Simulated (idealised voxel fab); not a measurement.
process module | voxel lift off
cross-section cut | 275 nm wide | cells 5 nm
A cross-section is a grid of square cells, given in bands from the top down. A band is one or more rows of cells.
Each band's line starts with the height of the band's top and of its bottom, in nm. Then come its materials from left to right, each with its width in nm. One material with "throughout" fills the band from edge to edge. "air" is empty space.
Height 0 is the level under which the wafer as received is all one material. The lowest band goes on downwards, as in "0 down".
A width such as "30 to 40" changes by the same amount from each row of cells to the next, from the band's top row to its bottom row.
"no change" after a step means that no cell of the cross-section changed.
closed voids: empty space of 8 cells or more with no open way to the top, each as width x height at its distance from the left edge, in nm
after a step's settings: what the simulator itself notes on the step
overlay nm, on a step with a mask: how far to the right of its planned place the mask lay; to the left if negative
plan
1 op RECEIVE | material Si
2 op CONFORMAL_DEP | material Al2O3 | thk nm 15
3 op PATTERN | tone open | mask id LINES | material resist | width nm 30 | pitch nm 45 | thk nm 25 | overlay nm 0
4 op DIRECTIONAL_DEP | material Ru | thk nm 10
5 op STRIP | etch materials resist
6 op CONFORMAL_DEP | material SiN | thk nm 10
first wafer, as planned
as received, after step 1
  0 down: Si throughout
  closed voids: none
after step 2
  15 to 0: Al2O3 throughout
  below 0: unchanged
after step 3
  40 to 15: resist 75 | air 30 | resist 15 | air 30 | resist 15 | air 30 | resist 80
  below 15: unchanged
after step 4
  50 to 40: Ru 75 | air 30 | Ru 15 | air 30 | Ru 15 | air 30 | Ru 80
  40 to 25: resist 75 | air 30 | resist 15 | air 30 | resist 15 | air 30 | resist 80
  25 to 15: resist 75 | Ru 30 | resist 15 | Ru 30 | resist 15 | Ru 30 | resist 80
  below 15: unchanged
after step 5
  25 to 15: air 75 | Ru 30 | air 15 | Ru 30 | air 15 | Ru 30 | air 80
  below 15: unchanged
after step 6
  35 to 25: air 65 | SiN 140 | air 70
  25 to 15: SiN 75 | Ru 30 | SiN 15 | Ru 30 | SiN 15 | Ru 30 | SiN 80
  below 15: unchanged
second wafer: like start, like plan, one mistake. Through step 1 it matches the first wafer
when step 2 should have ended
  20 to 0: Al2O3 throughout
  below 0: unchanged
when step 3 should have ended
  45 to 20: resist 75 | air 30 | resist 15 | air 30 | resist 15 | air 30 | resist 80
  below 20: unchanged
when step 4 should have ended
  55 to 45: Ru 75 | air 30 | Ru 15 | air 30 | Ru 15 | air 30 | Ru 80
  45 to 30: resist 75 | air 30 | resist 15 | air 30 | resist 15 | air 30 | resist 80
  30 to 20: resist 75 | Ru 30 | resist 15 | Ru 30 | resist 15 | Ru 30 | resist 80
  below 20: unchanged
when step 5 should have ended
  30 to 20: air 75 | Ru 30 | air 15 | Ru 30 | air 15 | Ru 30 | air 80
  below 20: unchanged
when step 6 should have ended
  40 to 30: air 65 | SiN 140 | air 70
  30 to 20: SiN 75 | Ru 30 | SiN 15 | Ru 30 | SiN 15 | Ru 30 | SiN 80
  below 20: unchanged
what went wrong: step 2 ran as: op CONFORMAL_DEP | material Al2O3 | thk nm 20
at the end the second wafer has, in cells: 55 more of Al2O3
